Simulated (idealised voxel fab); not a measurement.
Presented below is a process module, voxel wiring stack.
It is cross-section cut that appears here, measuring 230 nm in width, its square cells being 5 nm in size.
A cross-section is a grid of square cells, given in bands from the top down. A band is one or more rows of cells. Quick guide to a band line: top height, bottom height (nm) up front; then every material left to right with its width in nm. Only one material and it's marked "throughout"? Then it fills the band edge to edge. And "air" just means empty space. Convention: height 0 is the level below which the wafer, as received, is all one material. The lowest band does not terminate at the bottom but continues downward, represented as "0 nm and below". Per-row width for "30 to 40": begins at first number (top row of band), ends at second number (bottom row), increment between rows held constant. "remained unchanged" for a step: no cell of the cross-section changed in that step. Voids not open to the top, 8 cells minimum: see "Fully sealed voids". Written width x height at distance; distance is from the left edge; nm. If you see something after the settings on a step's line, that's the simulator's own remark about that step. overlay nm, on a step with a mask: how far to the right of its planned place the mask lay; to the left if negative.

Process steps - plan:
1: RECEIVE | material Si
2: CONFORMAL_DEP | material SiO2 | thk nm 10
3: CONFORMAL_DEP | material SiCN | thk nm 5
4: DIRECTIONAL_DEP | material SiO2 | thk nm 15
5: MASKED_ETCH | tone open | mask id METAL_1 | width nm 20 | pitch nm 35 | etch materials SiO2 | depth nm 15 | overlay nm 0
6: MASKED_ETCH | tone open | mask id METAL_1 | width nm 20 | pitch nm 35 | etch materials SiCN | depth nm 5 | overlay nm 0
7: CONFORMAL_DEP | material TiN | thk nm 5
8: FILL_DEP | material W | thk nm 5
9: CMP | height nm 30
10: EPI | material Ru | thk nm 5
11: FILL_DEP | material SiCN | thk nm 5
12: DIRECTIONAL_DEP | material lowk | thk nm 20
13: MASKED_ETCH | tone open | mask id PLUG_1 | width nm 15 | pitch nm 35 | etch materials lowk | depth nm 20 | overlay nm 0
14: MASKED_ETCH | tone open | mask id PLUG_1 | width nm 15 | pitch nm 35 | etch materials SiCN | depth nm 5 | overlay nm 0
15: CONFORMAL_DEP | material TiN | thk nm 5
16: FILL_DEP | material Cu | thk nm 10
17: CMP | height nm 60
18: DIRECTIONAL_DEP | material TiN | thk nm 5
19: DIRECTIONAL_DEP | material W | thk nm 20
20: PATTERN | tone cover | mask id METAL_2 | material resist | width nm 20 | pitch nm 35 | thk nm 15 | overlay nm 0
21: DIRECTIONAL_ETCH | etch materials W | depth nm 20
22: DIRECTIONAL_ETCH | etch materials TiN | depth nm 5
23: STRIP | etch materials resist
24: FILL_DEP | material lowk | thk nm 10
25: CMP | height nm 85
26: CONFORMAL_DEP | material SiCN | thk nm 5
27: DIRECTIONAL_DEP | material SiO2 | thk nm 30
28: DIRECTIONAL_DEP | material aC | thk nm 10
29: PATTERN | tone open | mask id METAL_3_HOLES | material resist | width nm 15 | pitch nm 70 | thk nm 25 | overlay nm 0
30: DIRECTIONAL_ETCH | etch materials aC | depth nm 10
31: STRIP | etch materials resist
32: DIRECTIONAL_ETCH | etch materials SiO2 | depth nm 30
33: STRIP | etch materials aC
34: PATTERN | tone open | mask id METAL_3 | material resist | width nm 20 | pitch nm 35 | thk nm 20 | overlay nm 0
35: DIRECTIONAL_ETCH | etch materials SiO2 | depth nm 15
36: DIRECTIONAL_ETCH | etch materials SiCN | depth nm 5
37: STRIP | etch materials resist
38: CONFORMAL_DEP | material TiN | thk nm 5
39: FILL_DEP | material Cu | thk nm 5
40: CMP | height nm 120
41: CONFORMAL_DEP | material SiCN | thk nm 5
varied across the wafers: width nm of step 29. The plan shows the first wafer's value. All wafers start alike

As-received cross-section, first of several wafers, post step 1:
    0 nm and below: Si throughout
    Fully sealed voids: none

Module end state after final step 41: cross-section of the first of several wafers:
    125 nm to 120 nm: SiCN throughout
    120 nm to 110 nm: 50 of SiO2; 5 of TiN; 10 of Cu; 5 of TiN; 15 of SiO2; 5 of TiN; 10 of Cu; 5 of TiN; 15 of SiO2; 5 of TiN; 10 of Cu; 5 of TiN; 15 of SiO2; 5 of TiN; 10 of Cu; 5 of TiN; 55 of SiO2
    110 nm to 105 nm: 50 of SiO2; 5 of TiN; 5 of Cu; 10 of TiN; 15 of SiO2; 20 of TiN; 15 of SiO2; 5 of TiN; 5 of Cu; 10 of TiN; 15 of SiO2; 20 of TiN; 55 of SiO2
    105 nm to 90 nm: 50 of SiO2; 5 of TiN; 5 of Cu; 5 of TiN; 55 of SiO2; 5 of TiN; 5 of Cu; 5 of TiN; 95 of SiO2
    90 nm to 85 nm: 50 of SiCN; 15 of TiN; 55 of SiCN; 15 of TiN; 95 of SiCN
    85 nm to 65 nm: 50 of lowk; 20 of W; 15 of lowk; 20 of W; 15 of lowk; 20 of W; 15 of lowk; 20 of W; 55 of lowk
    65 nm to 60 nm: 50 of lowk; 20 of TiN; 15 of lowk; 20 of TiN; 15 of lowk; 20 of TiN; 15 of lowk; 20 of TiN; 55 of lowk
    60 nm to 40 nm: 50 of lowk; 5 of TiN; 5 of Cu; 5 of TiN; 20 of lowk; 5 of TiN; 5 of Cu; 5 of TiN; 20 of lowk; 5 of TiN; 5 of Cu; 5 of TiN; 20 of lowk; 5 of TiN; 5 of Cu; 5 of TiN; 60 of lowk
    40 nm to 35 nm: 50 of SiCN; 15 of TiN; 20 of SiCN; 15 of TiN; 20 of SiCN; 15 of TiN; 20 of SiCN; 15 of TiN; 60 of SiCN
    35 nm to 30 nm: 45 of SiCN; 30 of Ru; 5 of SiCN; 30 of Ru; 5 of SiCN; 30 of Ru; 5 of SiCN; 30 of Ru; 50 of SiCN
    30 nm to 15 nm: 50 of SiO2; 5 of TiN; 10 of W; 5 of TiN; 15 of SiO2; 5 of TiN; 10 of W; 5 of TiN; 15 of SiO2; 5 of TiN; 10 of W; 5 of TiN; 15 of SiO2; 5 of TiN; 10 of W; 5 of TiN; 55 of SiO2
    15 nm to 10 nm: 50 of SiCN; 20 of TiN; 15 of SiCN; 20 of TiN; 15 of SiCN; 20 of TiN; 15 of SiCN; 20 of TiN; 55 of SiCN
    10 nm to 0 nm: SiO2 throughout
    0 nm and below: Si throughout
    Fully sealed voids: none

Cross-section at module completion, last wafer:
    125 nm to 120 nm: SiCN throughout
    120 nm to 110 nm: 45 of SiO2; 5 of TiN; 20 of Cu; 5 of TiN; 10 of SiO2; 5 of TiN; 10 of Cu; 5 of TiN; 10 of SiO2; 5 of TiN; 20 of Cu; 5 of TiN; 10 of SiO2; 5 of TiN; 10 of Cu; 5 of TiN; 55 of SiO2
    110 nm to 105 nm: 45 of SiO2; 5 of TiN; 20 of Cu; 5 of TiN; 10 of SiO2; 20 of TiN; 10 of SiO2; 5 of TiN; 20 of Cu; 5 of TiN; 10 of SiO2; 20 of TiN; 55 of SiO2
    105 nm to 95 nm: 45 of SiO2; 5 of TiN; 20 of Cu; 5 of TiN; 40 of SiO2; 5 of TiN; 20 of Cu; 5 of TiN; 85 of SiO2
    95 nm to 90 nm: 45 of SiO2; 10 of TiN; 10 of Cu; 10 of TiN; 40 of SiO2; 10 of TiN; 10 of Cu; 10 of TiN; 85 of SiO2
    90 nm to 85 nm: 50 of SiCN; 20 of TiN; 50 of SiCN; 20 of TiN; 90 of SiCN
    85 nm to 65 nm: 50 of lowk; 20 of W; 15 of lowk; 20 of W; 15 of lowk; 20 of W; 15 of lowk; 20 of W; 55 of lowk
    65 nm to 60 nm: 50 of lowk; 20 of TiN; 15 of lowk; 20 of TiN; 15 of lowk; 20 of TiN; 15 of lowk; 20 of TiN; 55 of lowk
    60 nm to 40 nm: 50 of lowk; 5 of TiN; 5 of Cu; 5 of TiN; 20 of lowk; 5 of TiN; 5 of Cu; 5 of TiN; 20 of lowk; 5 of TiN; 5 of Cu; 5 of TiN; 20 of lowk; 5 of TiN; 5 of Cu; 5 of TiN; 60 of lowk
    40 nm to 35 nm: 50 of SiCN; 15 of TiN; 20 of SiCN; 15 of TiN; 20 of SiCN; 15 of TiN; 20 of SiCN; 15 of TiN; 60 of SiCN
    35 nm to 30 nm: 45 of SiCN; 30 of Ru; 5 of SiCN; 30 of Ru; 5 of SiCN; 30 of Ru; 5 of SiCN; 30 of Ru; 50 of SiCN
    30 nm to 15 nm: 50 of SiO2; 5 of TiN; 10 of W; 5 of TiN; 15 of SiO2; 5 of TiN; 10 of W; 5 of TiN; 15 of SiO2; 5 of TiN; 10 of W; 5 of TiN; 15 of SiO2; 5 of TiN; 10 of W; 5 of TiN; 55 of SiO2
    15 nm to 10 nm: 50 of SiCN; 20 of TiN; 15 of SiCN; 20 of TiN; 15 of SiCN; 20 of TiN; 15 of SiCN; 20 of TiN; 55 of SiCN
    10 nm to 0 nm: SiO2 throughout
    0 nm and below: Si throughout
    Fully sealed voids: none

Row per wafer, end-of-module: cell gain (+)/loss (-) by material since the wafer came in, then closed voids:
width nm 15 | +40 Cu | +24 Ru | +172 SiCN | +392 SiO2 | +148 TiN | +88 W | +286 lowk | Fully sealed voids: none
width nm 20 | +48 Cu | +24 Ru | +170 SiCN | +386 SiO2 | +148 TiN | +88 W | +286 lowk | Fully sealed voids: none
width nm 25 | +58 Cu | +24 Ru | +170 SiCN | +374 SiO2 | +150 TiN | +88 W | +286 lowk | Fully sealed voids: none
width nm 30 | +68 Cu | +24 Ru | +170 SiCN | +362 SiO2 | +152 TiN | +88 W | +286 lowk | Fully sealed voids: none
